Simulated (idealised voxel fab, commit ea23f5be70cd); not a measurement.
Presented below is a process module, voxel capacitor over wiring.
This is section cut - it's 160 nm across, gridded in 5 nm square cells.
Cross-section = grid of square cells, listed top down in bands; band = one or more rows. Quick guide to a band line: top height, bottom height (nm) up front; then every material left to right with its width in nm. Only one material and it's marked "throughout"? Then it fills the band edge to edge. And "empty" just means empty space. Convention: height 0 is the level below which the wafer, as received, is all one material. The lowest band does not terminate at the bottom but continues downward, represented as "0 nm and below". Top row gets the first number, bottom row gets the second, and each row in between changes by the same step: that is how a band width like "30 to 40" works. Take "left unchanged" at face value: in the step it is given for, the cross-section changed in none of its cells. "Sealed voids": empty spaces of 8 cells or more with no open way to the top, each given as width x height at distance, distance from the left edge, all in nm. after a step's settings: what the simulator itself notes on the step. overlay nm: where the mask lay relative to plan, measured to the right, on steps with a mask; negatives go left.

[This section lists the process steps that were planned]
1) RECEIVE, material Si
2) CONFORMAL_DEP, material SiO2, thk nm 15
3) CONFORMAL_DEP, material SiN, thk nm 5
4) DIRECTIONAL_DEP, material lowk, thk nm 20
5) DIRECTIONAL_DEP, material aC, thk nm 10
6) PATTERN, tone open, mask id METAL_1, material resist, width nm 30, pitch nm 95, thk nm 30, overlay nm 0
7) DIRECTIONAL_ETCH, etch materials aC, depth nm 10
8) STRIP, etch materials resist
9) DIRECTIONAL_ETCH, etch materials lowk, depth nm 20
10) DIRECTIONAL_ETCH, etch materials SiN, depth nm 5
11) STRIP, etch materials aC
12) CONFORMAL_DEP, material TiN, thk nm 5
13) FILL_DEP, material W, thk nm 10
14) CMP, height nm 40
15) CONFORMAL_DEP, material SiCN, thk nm 5
16) DIRECTIONAL_DEP, material SiO2, thk nm 10
17) DIRECTIONAL_DEP, material aC, thk nm 15
18) PATTERN, tone open, mask id PLUG_1, material resist, width nm 15, thk nm 35, overlay nm 0
19) DIRECTIONAL_ETCH, etch materials aC, depth nm 15
20) STRIP, etch materials resist
21) DIRECTIONAL_ETCH, etch materials SiO2, depth nm 10
22) DIRECTIONAL_ETCH, etch materials SiCN, depth nm 5
23) STRIP, etch materials aC
24) CONFORMAL_DEP, material TiN, thk nm 5
25) FILL_DEP, material W, thk nm 5
26) CMP, height nm 55
27) DIRECTIONAL_DEP, material TiN, thk nm 5
28) DIRECTIONAL_DEP, material HfO2, thk nm 5
29) DIRECTIONAL_DEP, material TiN, thk nm 10
30) PATTERN, tone cover, mask id UPPER_PLATE, material resist, width nm 70, thk nm 15, overlay nm 0
31) DIRECTIONAL_ETCH, etch materials TiN, depth nm 10
32) DIRECTIONAL_ETCH, etch materials HfO2, depth nm 5
33) STRIP, etch materials resist
34) DIRECTIONAL_DEP, material aC, thk nm 10
35) PATTERN, tone cover, mask id LOWER_PLATE, material resist, width nm 80, thk nm 30, overlay nm 0
36) DIRECTIONAL_ETCH, etch materials aC, depth nm 10
37) STRIP, etch materials resist
38) DIRECTIONAL_ETCH, etch materials TiN, depth nm 5
39) STRIP, etch materials aC
40) FILL_DEP, material SiO2, thk nm 15
41) CMP, height nm 85
42) DIRECTIONAL_DEP, material aC, thk nm 15
43) PATTERN, tone open, mask id PLUG_2, material resist, width nm 15, thk nm 35, overlay nm 0
44) DIRECTIONAL_ETCH, etch materials aC, depth nm 15
45) STRIP, etch materials resist
46) DIRECTIONAL_ETCH, etch materials SiO2, depth nm 10
47) STRIP, etch materials aC
48) CONFORMAL_DEP, material TiN, thk nm 5
49) FILL_DEP, material Cu, thk nm 10
50) CMP, height nm 85
51) CONFORMAL_DEP, material SiCN, thk nm 5

[First out of two wafers; run went to plan]

[Here's what the wafer looked like in cross-section when it arrived - that's after step 1]
- 0 nm and below  Si throughout
- Sealed voids: none

[Cross-section of the wafer subsequent to step 2]
- 15 nm to 0 nm  SiO2 throughout
- Everything under 0 stays put, no change at all.

[Cross-section of the wafer subsequent to step 3]
- 20 nm to 15 nm  SiN throughout
- Everything under 15 stays put, no change at all.

[Cross-section of the wafer subsequent to step 4]
- 40 nm to 20 nm  lowk throughout
- Everything under 20 stays put, no change at all.

[Cross-section of the wafer subsequent to step 5]
- 50 nm to 40 nm  aC throughout
- Everything under 40 stays put, no change at all.

[Cross-section of the wafer subsequent to step 6]
- 80 nm to 50 nm  15 resist / 30 empty / 65 resist / 30 empty / 20 resist
- Everything under 50 stays put, no change at all.

[Cross-section of the wafer subsequent to step 7]
- 70 nm to 50 nm  15 resist / 30 empty / 65 resist / 30 empty / 20 resist
- 50 nm to 40 nm  15 aC / 30 empty / 65 aC / 30 empty / 20 aC
- Everything under 40 stays put, no change at all.

[Cross-section of the wafer subsequent to step 8]
- 50 nm to 40 nm  15 aC / 30 empty / 65 aC / 30 empty / 20 aC
- Everything under 40 stays put, no change at all.

[Cross-section of the wafer subsequent to step 9]
- 50 nm to 40 nm  15 aC / 30 empty / 65 aC / 30 empty / 20 aC
- 40 nm to 20 nm  15 lowk / 30 empty / 65 lowk / 30 empty / 20 lowk
- Everything under 20 stays put, no change at all.

[Cross-section of the wafer subsequent to step 10]
- 50 nm to 40 nm  15 aC / 30 empty / 65 aC / 30 empty / 20 aC
- 40 nm to 20 nm  15 lowk / 30 empty / 65 lowk / 30 empty / 20 lowk
- 20 nm to 15 nm  15 SiN / 30 empty / 65 SiN / 30 empty / 20 SiN
- Everything under 15 stays put, no change at all.

[Cross-section of the wafer subsequent to step 11]
- 40 nm to 20 nm  15 lowk / 30 empty / 65 lowk / 30 empty / 20 lowk
- Everything under 20 stays put, no change at all.

[Cross-section of the wafer subsequent to step 12]
- 45 nm to 40 nm  20 TiN / 20 empty / 75 TiN / 20 empty / 25 TiN
- 40 nm to 20 nm  15 lowk / 5 TiN / 20 empty / 5 TiN / 65 lowk / 5 TiN / 20 empty / 5 TiN / 20 lowk
- 20 nm to 15 nm  15 SiN / 30 TiN / 65 SiN / 30 TiN / 20 SiN
- Everything under 15 stays put, no change at all.

[Cross-section of the wafer subsequent to step 13]
- 55 nm to 45 nm  W throughout
- 45 nm to 40 nm  20 TiN / 20 W / 75 TiN / 20 W / 25 TiN
- 40 nm to 20 nm  15 lowk / 5 TiN / 20 W / 5 TiN / 65 lowk / 5 TiN / 20 W / 5 TiN / 20 lowk
- Everything under 20 stays put, no change at all.

[Cross-section of the wafer subsequent to step 14]
- 40 nm to 20 nm  15 lowk / 5 TiN / 20 W / 5 TiN / 65 lowk / 5 TiN / 20 W / 5 TiN / 20 lowk
- Everything under 20 stays put, no change at all.

[Cross-section of the wafer subsequent to step 15]
- 45 nm to 40 nm  SiCN throughout
- Everything under 40 stays put, no change at all.

[Cross-section of the wafer subsequent to step 16]
- 55 nm to 45 nm  SiO2 throughout
- Everything under 45 stays put, no change at all.

[Cross-section of the wafer subsequent to step 17]
- 70 nm to 55 nm  aC throughout
- Everything under 55 stays put, no change at all.

[Cross-section of the wafer subsequent to step 18]
- 105 nm to 70 nm  30 resist / 15 empty / 115 resist
- Everything under 70 stays put, no change at all.

[Cross-section of the wafer subsequent to step 19]
- 90 nm to 70 nm  30 resist / 15 empty / 115 resist
- 70 nm to 55 nm  30 aC / 15 empty / 115 aC
- Everything under 55 stays put, no change at all.

[Cross-section of the wafer subsequent to step 20]
- 70 nm to 55 nm  30 aC / 15 empty / 115 aC
- Everything under 55 stays put, no change at all.

[Cross-section of the wafer subsequent to step 21]
- 70 nm to 55 nm  30 aC / 15 empty / 115 aC
- 55 nm to 45 nm  30 SiO2 / 15 empty / 115 SiO2
- Everything under 45 stays put, no change at all.

[Cross-section of the wafer subsequent to step 22]
- 70 nm to 55 nm  30 aC / 15 empty / 115 aC
- 55 nm to 45 nm  30 SiO2 / 15 empty / 115 SiO2
- 45 nm to 40 nm  30 SiCN / 15 empty / 115 SiCN
- Everything under 40 stays put, no change at all.

[Cross-section of the wafer subsequent to step 23]
- 55 nm to 45 nm  30 SiO2 / 15 empty / 115 SiO2
- Everything under 45 stays put, no change at all.

[Cross-section of the wafer subsequent to step 24]
- 60 nm to 55 nm  35 TiN / 5 empty / 120 TiN
- 55 nm to 45 nm  30 SiO2 / 5 TiN / 5 empty / 5 TiN / 115 SiO2
- 45 nm to 40 nm  30 SiCN / 15 TiN / 115 SiCN
- Everything under 40 stays put, no change at all.

[Cross-section of the wafer subsequent to step 25]
- 65 nm to 60 nm  W throughout
- 60 nm to 55 nm  35 TiN / 5 W / 120 TiN
- 55 nm to 45 nm  30 SiO2 / 5 TiN / 5 W / 5 TiN / 115 SiO2
- Everything under 45 stays put, no change at all.

[Cross-section of the wafer subsequent to step 26]
- 55 nm to 45 nm  30 SiO2 / 5 TiN / 5 W / 5 TiN / 115 SiO2
- Everything under 45 stays put, no change at all.

[Cross-section of the wafer subsequent to step 27]
- 60 nm to 55 nm  TiN throughout
- Everything under 55 stays put, no change at all.

[Cross-section of the wafer subsequent to step 28]
- 65 nm to 60 nm  HfO2 throughout
- Everything under 60 stays put, no change at all.

[Cross-section of the wafer subsequent to step 29]
- 75 nm to 65 nm  TiN throughout
- Everything under 65 stays put, no change at all.

[Cross-section of the wafer subsequent to step 30]
- 90 nm to 75 nm  30 empty / 70 resist / 60 empty
- Everything under 75 stays put, no change at all.

[Cross-section of the wafer subsequent to step 31]
- 90 nm to 75 nm  30 empty / 70 resist / 60 empty
- 75 nm to 65 nm  30 empty / 70 TiN / 60 empty
- Everything under 65 stays put, no change at all.

[Cross-section of the wafer subsequent to step 32]
- 90 nm to 75 nm  30 empty / 70 resist / 60 empty
- 75 nm to 65 nm  30 empty / 70 TiN / 60 empty
- 65 nm to 60 nm  30 empty / 70 HfO2 / 60 empty
- Everything under 60 stays put, no change at all.

[Cross-section of the wafer subsequent to step 33]
- 75 nm to 65 nm  30 empty / 70 TiN / 60 empty
- Everything under 65 stays put, no change at all.

[Cross-section of the wafer subsequent to step 34]
- 85 nm to 75 nm  30 empty / 70 aC / 60 empty
- 75 nm to 70 nm  30 empty / 70 TiN / 60 empty
- 70 nm to 65 nm  30 aC / 70 TiN / 60 aC
- 65 nm to 60 nm  30 aC / 70 HfO2 / 60 aC
- Everything under 60 stays put, no change at all.

[Cross-section of the wafer subsequent to step 35]
- 115 nm to 85 nm  25 empty / 80 resist / 55 empty
- 85 nm to 75 nm  25 empty / 5 resist / 70 aC / 5 resist / 55 empty
- 75 nm to 70 nm  25 empty / 5 resist / 70 TiN / 5 resist / 55 empty
- Everything under 70 stays put, no change at all.

[Cross-section of the wafer subsequent to step 36]
- 105 nm to 85 nm  25 empty / 80 resist / 55 empty
- 85 nm to 75 nm  25 empty / 5 resist / 70 aC / 5 resist / 55 empty
- 75 nm to 70 nm  25 empty / 5 resist / 70 TiN / 5 resist / 55 empty
- 70 nm to 65 nm  25 empty / 5 aC / 70 TiN / 5 aC / 55 empty
- 65 nm to 60 nm  25 empty / 5 aC / 70 HfO2 / 5 aC / 55 empty
- Everything under 60 stays put, no change at all.

[Cross-section of the wafer subsequent to step 37]
- 85 nm to 75 nm  30 empty / 70 aC / 60 empty
- 75 nm to 70 nm  30 empty / 70 TiN / 60 empty
- Everything under 70 stays put, no change at all.

[Cross-section of the wafer subsequent to step 38]
- 85 nm to 75 nm  30 empty / 70 aC / 60 empty
- 75 nm to 70 nm  30 empty / 70 TiN / 60 empty
- 70 nm to 65 nm  25 empty / 5 aC / 70 TiN / 5 aC / 55 empty
- 65 nm to 60 nm  25 empty / 5 aC / 70 HfO2 / 5 aC / 55 empty
- 60 nm to 55 nm  25 empty / 80 TiN / 55 empty
- Everything under 55 stays put, no change at all.

[Cross-section of the wafer subsequent to step 39]
- 75 nm to 65 nm  30 empty / 70 TiN / 60 empty
- 65 nm to 60 nm  30 empty / 70 HfO2 / 60 empty
- Everything under 60 stays put, no change at all.

[Cross-section of the wafer subsequent to step 40]
- 90 nm to 75 nm  SiO2 throughout
- 75 nm to 65 nm  30 SiO2 / 70 TiN / 60 SiO2
- 65 nm to 60 nm  30 SiO2 / 70 HfO2 / 60 SiO2
- 60 nm to 55 nm  25 SiO2 / 80 TiN / 55 SiO2
- Everything under 55 stays put, no change at all.

[Cross-section of the wafer subsequent to step 41]
- 85 nm to 75 nm  SiO2 throughout
- Everything under 75 stays put, no change at all.

[Cross-section of the wafer subsequent to step 42]
- 100 nm to 85 nm  aC throughout
- Everything under 85 stays put, no change at all.

[Cross-section of the wafer subsequent to step 43]
- 135 nm to 100 nm  40 resist / 15 empty / 105 resist
- Everything under 100 stays put, no change at all.

[Cross-section of the wafer subsequent to step 44]
- 120 nm to 100 nm  40 resist / 15 empty / 105 resist
- 100 nm to 85 nm  40 aC / 15 empty / 105 aC
- Everything under 85 stays put, no change at all.

[Cross-section of the wafer subsequent to step 45]
- 100 nm to 85 nm  40 aC / 15 empty / 105 aC
- Everything under 85 stays put, no change at all.

[Cross-section of the wafer subsequent to step 46]
- 100 nm to 85 nm  40 aC / 15 empty / 105 aC
- 85 nm to 75 nm  40 SiO2 / 15 empty / 105 SiO2
- Everything under 75 stays put, no change at all.

[Cross-section of the wafer subsequent to step 47]
- 85 nm to 75 nm  40 SiO2 / 15 empty / 105 SiO2
- Everything under 75 stays put, no change at all.

[Cross-section of the wafer subsequent to step 48]
- 90 nm to 85 nm  45 TiN / 5 empty / 110 TiN
- 85 nm to 80 nm  40 SiO2 / 5 TiN / 5 empty / 5 TiN / 105 SiO2
- 80 nm to 75 nm  40 SiO2 / 15 TiN / 105 SiO2
- Everything under 75 stays put, no change at all.

[Cross-section of the wafer subsequent to step 49]
- 100 nm to 90 nm  Cu throughout
- 90 nm to 85 nm  45 TiN / 5 Cu / 110 TiN
- 85 nm to 80 nm  40 SiO2 / 5 TiN / 5 Cu / 5 TiN / 105 SiO2
- Everything under 80 stays put, no change at all.

[Cross-section of the wafer subsequent to step 50]
- 85 nm to 80 nm  40 SiO2 / 5 TiN / 5 Cu / 5 TiN / 105 SiO2
- Everything under 80 stays put, no change at all.

[Cross-section of the wafer subsequent to step 51]
- 90 nm to 85 nm  SiCN throughout
- Everything under 85 stays put, no change at all.

[Wafer two. Identical start, identical plan. One mistake in execution. Identical history through step 1]

[Cross-section of the second wafer at the time by which step 2 should have been completed according to the plan]
- 30 nm to 0 nm  SiO2 throughout
- Everything under 0 stays put, no change at all.

[Cross-section of the second wafer at the time by which step 3 should have been completed according to the plan]
- 35 nm to 30 nm  SiN throughout
- Everything under 30 stays put, no change at all.

[Cross-section of the second wafer at the time by which step 4 should have been completed according to the plan]
- 55 nm to 35 nm  lowk throughout
- Everything under 35 stays put, no change at all.

[Cross-section of the second wafer at the time by which step 5 should have been completed according to the plan]
- 65 nm to 55 nm  aC throughout
- Everything under 55 stays put, no change at all.

[Cross-section of the second wafer at the time by which step 6 should have been completed according to the plan]
- 95 nm to 65 nm  15 resist / 30 empty / 65 resist / 30 empty / 20 resist
- Everything under 65 stays put, no change at all.

[Cross-section of the second wafer at the time by which step 7 should have been completed according to the plan]
- 85 nm to 65 nm  15 resist / 30 empty / 65 resist / 30 empty / 20 resist
- 65 nm to 55 nm  15 aC / 30 empty / 65 aC / 30 empty / 20 aC
- Everything under 55 stays put, no change at all.

[Cross-section of the second wafer at the time by which step 8 should have been completed according to the plan]
- 65 nm to 55 nm  15 aC / 30 empty / 65 aC / 30 empty / 20 aC
- Everything under 55 stays put, no change at all.

[Cross-section of the second wafer at the time by which step 9 should have been completed according to the plan]
- 65 nm to 55 nm  15 aC / 30 empty / 65 aC / 30 empty / 20 aC
- 55 nm to 35 nm  15 lowk / 30 empty / 65 lowk / 30 empty / 20 lowk
- Everything under 35 stays put, no change at all.

[Cross-section of the second wafer at the time by which step 10 should have been completed according to the plan]
- 65 nm to 55 nm  15 aC / 30 empty / 65 aC / 30 empty / 20 aC
- 55 nm to 35 nm  15 lowk / 30 empty / 65 lowk / 30 empty / 20 lowk
- 35 nm to 30 nm  15 SiN / 30 empty / 65 SiN / 30 empty / 20 SiN
- Everything under 30 stays put, no change at all.

[Cross-section of the second wafer at the time by which step 11 should have been completed according to the plan]
- 55 nm to 35 nm  15 lowk / 30 empty / 65 lowk / 30 empty / 20 lowk
- Everything under 35 stays put, no change at all.

[Cross-section of the second wafer at the time by which step 12 should have been completed according to the plan]
- 60 nm to 55 nm  20 TiN / 20 empty / 75 TiN / 20 empty / 25 TiN
- 55 nm to 35 nm  15 lowk / 5 TiN / 20 empty / 5 TiN / 65 lowk / 5 TiN / 20 empty / 5 TiN / 20 lowk
- 35 nm to 30 nm  15 SiN / 30 TiN / 65 SiN / 30 TiN / 20 SiN
- Everything under 30 stays put, no change at all.

[Cross-section of the second wafer at the time by which step 13 should have been completed according to the plan]
- 70 nm to 60 nm  W throughout
- 60 nm to 55 nm  20 TiN / 20 W / 75 TiN / 20 W / 25 TiN
- 55 nm to 35 nm  15 lowk / 5 TiN / 20 W / 5 TiN / 65 lowk / 5 TiN / 20 W / 5 TiN / 20 lowk
- Everything under 35 stays put, no change at all.

[Cross-section of the second wafer at the time by which step 14 should have been completed according to the plan]
- 40 nm to 35 nm  15 lowk / 5 TiN / 20 W / 5 TiN / 65 lowk / 5 TiN / 20 W / 5 TiN / 20 lowk
- Everything under 35 stays put, no change at all.

[Cross-section of the second wafer at the time by which step 15 should have been completed according to the plan]
- 45 nm to 40 nm  SiCN throughout
- Everything under 40 stays put, no change at all.

[Cross-section of the second wafer at the time by which step 16 should have been completed according to the plan]
- 55 nm to 45 nm  SiO2 throughout
- Everything under 45 stays put, no change at all.

[Cross-section of the second wafer at the time by which step 17 should have been completed according to the plan]
- 70 nm to 55 nm  aC throughout
- Everything under 55 stays put, no change at all.

[Cross-section of the second wafer at the time by which step 18 should have been completed according to the plan]
- 105 nm to 70 nm  30 resist / 15 empty / 115 resist
- Everything under 70 stays put, no change at all.

[Cross-section of the second wafer at the time by which step 19 should have been completed according to the plan]
- 90 nm to 70 nm  30 resist / 15 empty / 115 resist
- 70 nm to 55 nm  30 aC / 15 empty / 115 aC
- Everything under 55 stays put, no change at all.

[Cross-section of the second wafer at the time by which step 20 should have been completed according to the plan]
- 70 nm to 55 nm  30 aC / 15 empty / 115 aC
- Everything under 55 stays put, no change at all.

[Cross-section of the second wafer at the time by which step 21 should have been completed according to the plan]
- 70 nm to 55 nm  30 aC / 15 empty / 115 aC
- 55 nm to 45 nm  30 SiO2 / 15 empty / 115 SiO2
- Everything under 45 stays put, no change at all.

[Cross-section of the second wafer at the time by which step 22 should have been completed according to the plan]
- 70 nm to 55 nm  30 aC / 15 empty / 115 aC
- 55 nm to 45 nm  30 SiO2 / 15 empty / 115 SiO2
- 45 nm to 40 nm  30 SiCN / 15 empty / 115 SiCN
- Everything under 40 stays put, no change at all.

[Cross-section of the second wafer at the time by which step 23 should have been completed according to the plan]
- 55 nm to 45 nm  30 SiO2 / 15 empty / 115 SiO2
- Everything under 45 stays put, no change at all.

[Cross-section of the second wafer at the time by which step 24 should have been completed according to the plan]
- 60 nm to 55 nm  35 TiN / 5 empty / 120 TiN
- 55 nm to 45 nm  30 SiO2 / 5 TiN / 5 empty / 5 TiN / 115 SiO2
- 45 nm to 40 nm  30 SiCN / 15 TiN / 115 SiCN
- Everything under 40 stays put, no change at all.

[Cross-section of the second wafer at the time by which step 25 should have been completed according to the plan]
- 65 nm to 60 nm  W throughout
- 60 nm to 55 nm  35 TiN / 5 W / 120 TiN
- 55 nm to 45 nm  30 SiO2 / 5 TiN / 5 W / 5 TiN / 115 SiO2
- Everything under 45 stays put, no change at all.

[Cross-section of the second wafer at the time by which step 26 should have been completed according to the plan]
- 55 nm to 45 nm  30 SiO2 / 5 TiN / 5 W / 5 TiN / 115 SiO2
- Everything under 45 stays put, no change at all.

[Cross-section of the second wafer at the time by which step 27 should have been completed according to the plan]
- 60 nm to 55 nm  TiN throughout
- Everything under 55 stays put, no change at all.

[Cross-section of the second wafer at the time by which step 28 should have been completed according to the plan]
- 65 nm to 60 nm  HfO2 throughout
- Everything under 60 stays put, no change at all.

[Cross-section of the second wafer at the time by which step 29 should have been completed according to the plan]
- 75 nm to 65 nm  TiN throughout
- Everything under 65 stays put, no change at all.

[Cross-section of the second wafer at the time by which step 30 should have been completed according to the plan]
- 90 nm to 75 nm  30 empty / 70 resist / 60 empty
- Everything under 75 stays put, no change at all.

[Cross-section of the second wafer at the time by which step 31 should have been completed according to the plan]
- 90 nm to 75 nm  30 empty / 70 resist / 60 empty
- 75 nm to 65 nm  30 empty / 70 TiN / 60 empty
- Everything under 65 stays put, no change at all.

[Cross-section of the second wafer at the time by which step 32 should have been completed according to the plan]
- 90 nm to 75 nm  30 empty / 70 resist / 60 empty
- 75 nm to 65 nm  30 empty / 70 TiN / 60 empty
- 65 nm to 60 nm  30 empty / 70 HfO2 / 60 empty
- Everything under 60 stays put, no change at all.

[Cross-section of the second wafer at the time by which step 33 should have been completed according to the plan]
- 75 nm to 65 nm  30 empty / 70 TiN / 60 empty
- Everything under 65 stays put, no change at all.

[Cross-section of the second wafer at the time by which step 34 should have been completed according to the plan]
- 85 nm to 75 nm  30 empty / 70 aC / 60 empty
- 75 nm to 70 nm  30 empty / 70 TiN / 60 empty
- 70 nm to 65 nm  30 aC / 70 TiN / 60 aC
- 65 nm to 60 nm  30 aC / 70 HfO2 / 60 aC
- Everything under 60 stays put, no change at all.

[Cross-section of the second wafer at the time by which step 35 should have been completed according to the plan]
- 115 nm to 85 nm  25 empty / 80 resist / 55 empty
- 85 nm to 75 nm  25 empty / 5 resist / 70 aC / 5 resist / 55 empty
- 75 nm to 70 nm  25 empty / 5 resist / 70 TiN / 5 resist / 55 empty
- Everything under 70 stays put, no change at all.

[Cross-section of the second wafer at the time by which step 36 should have been completed according to the plan]
- 105 nm to 85 nm  25 empty / 80 resist / 55 empty
- 85 nm to 75 nm  25 empty / 5 resist / 70 aC / 5 resist / 55 empty
- 75 nm to 70 nm  25 empty / 5 resist / 70 TiN / 5 resist / 55 empty
- 70 nm to 65 nm  25 empty / 5 aC / 70 TiN / 5 aC / 55 empty
- 65 nm to 60 nm  25 empty / 5 aC / 70 HfO2 / 5 aC / 55 empty
- Everything under 60 stays put, no change at all.

[Cross-section of the second wafer at the time by which step 37 should have been completed according to the plan]
- 85 nm to 75 nm  30 empty / 70 aC / 60 empty
- 75 nm to 70 nm  30 empty / 70 TiN / 60 empty
- Everything under 70 stays put, no change at all.

[Cross-section of the second wafer at the time by which step 38 should have been completed according to the plan]
- 85 nm to 75 nm  30 empty / 70 aC / 60 empty
- 75 nm to 70 nm  30 empty / 70 TiN / 60 empty
- 70 nm to 65 nm  25 empty / 5 aC / 70 TiN / 5 aC / 55 empty
- 65 nm to 60 nm  25 empty / 5 aC / 70 HfO2 / 5 aC / 55 empty
- 60 nm to 55 nm  25 empty / 80 TiN / 55 empty
- Everything under 55 stays put, no change at all.

[Cross-section of the second wafer at the time by which step 39 should have been completed according to the plan]
- 75 nm to 65 nm  30 empty / 70 TiN / 60 empty
- 65 nm to 60 nm  30 empty / 70 HfO2 / 60 empty
- Everything under 60 stays put, no change at all.

[Cross-section of the second wafer at the time by which step 40 should have been completed according to the plan]
- 90 nm to 75 nm  SiO2 throughout
- 75 nm to 65 nm  30 SiO2 / 70 TiN / 60 SiO2
- 65 nm to 60 nm  30 SiO2 / 70 HfO2 / 60 SiO2
- 60 nm to 55 nm  25 SiO2 / 80 TiN / 55 SiO2
- Everything under 55 stays put, no change at all.

[Cross-section of the second wafer at the time by which step 41 should have been completed according to the plan]
- 85 nm to 75 nm  SiO2 throughout
- Everything under 75 stays put, no change at all.

[Cross-section of the second wafer at the time by which step 42 should have been completed according to the plan]
- 100 nm to 85 nm  aC throughout
- Everything under 85 stays put, no change at all.

[Cross-section of the second wafer at the time by which step 43 should have been completed according to the plan]
- 135 nm to 100 nm  40 resist / 15 empty / 105 resist
- Everything under 100 stays put, no change at all.

[Cross-section of the second wafer at the time by which step 44 should have been completed according to the plan]
- 120 nm to 100 nm  40 resist / 15 empty / 105 resist
- 100 nm to 85 nm  40 aC / 15 empty / 105 aC
- Everything under 85 stays put, no change at all.

[Cross-section of the second wafer at the time by which step 45 should have been completed according to the plan]
- 100 nm to 85 nm  40 aC / 15 empty / 105 aC
- Everything under 85 stays put, no change at all.

[Cross-section of the second wafer at the time by which step 46 should have been completed according to the plan]
- 100 nm to 85 nm  40 aC / 15 empty / 105 aC
- 85 nm to 75 nm  40 SiO2 / 15 empty / 105 SiO2
- Everything under 75 stays put, no change at all.

[Cross-section of the second wafer at the time by which step 47 should have been completed according to the plan]
- 85 nm to 75 nm  40 SiO2 / 15 empty / 105 SiO2
- Everything under 75 stays put, no change at all.

[Cross-section of the second wafer at the time by which step 48 should have been completed according to the plan]
- 90 nm to 85 nm  45 TiN / 5 empty / 110 TiN
- 85 nm to 80 nm  40 SiO2 / 5 TiN / 5 empty / 5 TiN / 105 SiO2
- 80 nm to 75 nm  40 SiO2 / 15 TiN / 105 SiO2
- Everything under 75 stays put, no change at all.

[Cross-section of the second wafer at the time by which step 49 should have been completed according to the plan]
- 100 nm to 90 nm  Cu throughout
- 90 nm to 85 nm  45 TiN / 5 Cu / 110 TiN
- 85 nm to 80 nm  40 SiO2 / 5 TiN / 5 Cu / 5 TiN / 105 SiO2
- Everything under 80 stays put, no change at all.

[Cross-section of the second wafer at the time by which step 50 should have been completed according to the plan]
- 85 nm to 80 nm  40 SiO2 / 5 TiN / 5 Cu / 5 TiN / 105 SiO2
- Everything under 80 stays put, no change at all.

[Cross-section of the second wafer at the time by which step 51 should have been completed according to the plan]
- 90 nm to 85 nm  SiCN throughout
- Everything under 85 stays put, no change at all.
what went wrong: step 2 was run twice
Cell-count delta at end, second wafer over first, by material: SiO2 +96 | TiN -12 | W -24 | lowk -60
